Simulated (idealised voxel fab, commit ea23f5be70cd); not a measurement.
A process module follows: voxel transistor to metal.
Section cut is 185 nm wide and gridded with 5 nm square cells.
Just so we're on the same page, the cross-sections are grids of square cells, and they're listed out in bands top to bottom, each band one or more rows deep. This entry defines a band. It first specifies the height of the band's top and the height of its bottom in nm, and then specifies the band's materials from left to right, stating each material with its width in nm. The word "everywhere" identifies a single material that fills the band from edge to edge, while the word "air" identifies empty space. For the purposes of this specification, 0 denotes the height below which the wafer in its as-received condition is composed wholly of one material, and the lowermost band, lacking a lower limit, extends downward without end, as expressed in "0 nm and below". Note: "30 to 40" means the width goes from the first number (top row of the band) to the second number (bottom row) in equal steps per row of cells. Step note "remained the same" = no cross-section cell changed. The entry "Sealed internal cavities" lists the empty spaces that cover at least 8 cells and have no open path to the top. Each is written as width x height at distance, where the distance is measured from the left edge and all three values are in nm. Past the settings on a step's line: simulator remark, on that step. overlay nm: where the mask lay relative to plan, measured to the right, on steps with a mask; negatives go left.

### Process steps - plan
1 op RECEIVE | material Si
2 op OXIDIZE | depth nm 5
3 op CONFORMAL_DEP | material SiN | thk nm 10
4 op MASKED_ETCH | tone cover | mask id ACTIVE | width nm 115 | etch materials SiN | depth nm 10 | overlay nm 0
5 op MASKED_ETCH | tone cover | mask id ACTIVE | width nm 115 | etch materials SiO2 | depth nm 5 | overlay nm 0
6 op MASKED_ETCH | tone cover | mask id ACTIVE | width nm 115 | etch materials Si | depth nm 20 | overlay nm 0
7 op OXIDIZE | depth nm 5
8 op FILL_DEP | material SiO2 | thk nm 10
9 op CMP | height nm 10
10 op SELECTIVE_ETCH | etch materials SiO2 | depth nm 10
11 op STRIP | etch materials SiN
12 op SELECTIVE_ETCH | etch materials SiO2 | depth nm 5
13 op OXIDIZE | depth nm 5
14 op DIRECTIONAL_DEP | material polySi | thk nm 25
15 op DIRECTIONAL_DEP | material SiCN | thk nm 15
16 op PATTERN | tone cover | mask id GATE | material resist | width nm 35 | thk nm 20 | overlay nm 0
17 op DIRECTIONAL_ETCH | etch materials SiCN | depth nm 25
18 op DIRECTIONAL_ETCH | etch materials polySi | depth nm 35
19 op STRIP | etch materials resist
20 op CONFORMAL_DEP | material SiN | thk nm 10
21 op DIRECTIONAL_ETCH | etch materials SiN | depth nm 10
22 op DIRECTIONAL_ETCH | etch materials SiO2 | depth nm 5
23 op DIRECTIONAL_ETCH | etch materials Si | depth nm 15
24 op EPI | material SiGe | thk nm 20
25 op FILL_DEP | material SiO2 | thk nm 5
26 op CMP | height nm 20
27 op STRIP | etch materials polySi
28 op SELECTIVE_ETCH | etch materials SiO2 | depth nm 5
29 op CONFORMAL_DEP | material HfO2 | thk nm 5
30 op CONFORMAL_DEP | material TiN | thk nm 5
31 op FILL_DEP | material W | thk nm 10
32 op CMP | height nm 15
33 op DIRECTIONAL_DEP | material SiO2 | thk nm 10
34 op PATTERN | tone open | mask id CONTACT | material resist | width nm 20 | pitch nm 85 | thk nm 20 | overlay nm 0
35 op DIRECTIONAL_ETCH | etch materials SiO2 | depth nm 30
36 op STRIP | etch materials resist
37 op CONFORMAL_DEP | material TiN | thk nm 5
38 op FILL_DEP | material W | thk nm 10
39 op CMP | height nm 25
40 op DIRECTIONAL_DEP | material TiN | thk nm 5
41 op DIRECTIONAL_DEP | material Ru | thk nm 15
42 op PATTERN | tone cover | mask id METAL_1 | material resist | width nm 20 | pitch nm 85 | thk nm 15 | overlay nm 0
43 op DIRECTIONAL_ETCH | etch materials Ru | depth nm 15
44 op DIRECTIONAL_ETCH | etch materials TiN | depth nm 5
45 op STRIP | etch materials resist
46 op CONFORMAL_DEP | material SiCN | thk nm 5
47 op FILL_DEP | material lowk | thk nm 5
48 op CMP | height nm 45
49 op CONFORMAL_DEP | material SiCN | thk nm 5
50 op DIRECTIONAL_DEP | material lowk | thk nm 35
51 op MASKED_ETCH | tone open | mask id METAL_2_HOLES | width nm 15 | pitch nm 85 | etch materials lowk | depth nm 35 | overlay nm 0
52 op PATTERN | tone open | mask id METAL_2 | material resist | width nm 20 | pitch nm 85 | thk nm 15 | overlay nm 0
53 op DIRECTIONAL_ETCH | etch materials lowk | depth nm 20
54 op DIRECTIONAL_ETCH | etch materials SiCN | depth nm 5
55 op STRIP | etch materials resist
56 op CONFORMAL_DEP | material TiN | thk nm 5
57 op FILL_DEP | material Cu | thk nm 5
58 op CMP | height nm 85
59 op CONFORMAL_DEP | material SiCN | thk nm 5

### Here's what the wafer looked like in cross-section when it arrived - that's after step 1
> 0 nm and below = Si everywhere
> Sealed internal cavities: none

### Cross-section taken at module completion on the first of two wafers; processed per the plan
> 90 nm to 85 nm = SiCN everywhere
> 85 nm to 70 nm = 40 lowk / 5 TiN / 10 Cu / 5 TiN / 65 lowk / 5 TiN / 10 Cu / 5 TiN / 40 lowk
> 70 nm to 65 nm = 40 lowk / 5 TiN / 5 Cu / 10 TiN / 65 lowk / 5 TiN / 5 Cu / 10 TiN / 40 lowk
> 65 nm to 50 nm = 40 lowk / 5 TiN / 5 Cu / 5 TiN / 70 lowk / 5 TiN / 5 Cu / 5 TiN / 45 lowk
> 50 nm to 45 nm = 40 SiCN / 15 TiN / 70 SiCN / 15 TiN / 45 SiCN
> 45 nm to 30 nm = 35 lowk / 5 SiCN / 20 Ru / 5 SiCN / 55 lowk / 5 SiCN / 20 Ru / 5 SiCN / 35 lowk
> 30 nm to 25 nm = 40 SiCN / 20 TiN / 65 SiCN / 20 TiN / 40 SiCN
> 25 nm to 15 nm = 40 SiO2 / 5 TiN / 10 W / 5 TiN / 65 SiO2 / 5 TiN / 10 W / 5 TiN / 40 SiO2
> 15 nm to 10 nm = 40 SiO2 / 20 TiN / 5 SiO2 / 10 SiN / 5 HfO2 / 5 TiN / 15 W / 5 TiN / 5 HfO2 / 10 SiN / 5 SiO2 / 20 TiN / 40 SiO2
> 10 nm to 0 nm = 40 SiO2 / 5 TiN / 20 SiGe / 10 SiN / 5 HfO2 / 5 TiN / 15 W / 5 TiN / 5 HfO2 / 10 SiN / 20 SiGe / 5 TiN / 40 SiO2
> 0 nm to -5 nm = 40 SiO2 / 5 TiN / 20 SiGe / 10 SiN / 5 HfO2 / 25 TiN / 5 HfO2 / 10 SiN / 20 SiGe / 5 TiN / 40 SiO2
> -5 nm to -10 nm = 35 SiO2 / 30 SiGe / 5 SiO2 / 45 HfO2 / 5 SiO2 / 30 SiGe / 35 SiO2
> -10 nm to -25 nm = 40 SiO2 / 25 SiGe / 55 Si / 25 SiGe / 40 SiO2
> -25 nm to -30 nm = 40 SiO2 / 105 Si / 40 SiO2
> -30 nm and below = Si everywhere
> Sealed internal cavities: none

### Cross-section of the latter of the two wafers at module completion. It had an identical start and an identical plan to the former; in running it, one mistake was made
> 90 nm to 85 nm = SiCN everywhere
> 85 nm to 80 nm = 40 SiCN / 20 TiN / 65 SiCN / 20 TiN / 40 SiCN
> 80 nm to 45 nm = SiCN everywhere
> 45 nm to 30 nm = 35 lowk / 5 SiCN / 20 Ru / 5 SiCN / 55 lowk / 5 SiCN / 20 Ru / 5 SiCN / 35 lowk
> 30 nm to 25 nm = 40 SiCN / 20 TiN / 65 SiCN / 20 TiN / 40 SiCN
> 25 nm to 15 nm = 40 SiO2 / 5 TiN / 10 W / 5 TiN / 65 SiO2 / 5 TiN / 10 W / 5 TiN / 40 SiO2
> 15 nm to 10 nm = 40 SiO2 / 20 TiN / 5 SiO2 / 10 SiN / 5 HfO2 / 5 TiN / 15 W / 5 TiN / 5 HfO2 / 10 SiN / 5 SiO2 / 20 TiN / 40 SiO2
> 10 nm to 0 nm = 40 SiO2 / 5 TiN / 20 SiGe / 10 SiN / 5 HfO2 / 5 TiN / 15 W / 5 TiN / 5 HfO2 / 10 SiN / 20 SiGe / 5 TiN / 40 SiO2
> 0 nm to -5 nm = 40 SiO2 / 5 TiN / 20 SiGe / 10 SiN / 5 HfO2 / 25 TiN / 5 HfO2 / 10 SiN / 20 SiGe / 5 TiN / 40 SiO2
> -5 nm to -10 nm = 35 SiO2 / 30 SiGe / 5 SiO2 / 45 HfO2 / 5 SiO2 / 30 SiGe / 35 SiO2
> -10 nm to -25 nm = 40 SiO2 / 25 SiGe / 55 Si / 25 SiGe / 40 SiO2
> -25 nm to -30 nm = 40 SiO2 / 105 Si / 40 SiO2
> -30 nm and below = Si everywhere
> Sealed internal cavities: none
What went wrong in running the wafer? planned and actual differ for step 50; actual: op DIRECTIONAL_DEP | material SiCN | thk nm 35
Cell-count delta at end, second wafer over first, by material: -20 Cu | +257 SiCN | -28 TiN | -209 lowk
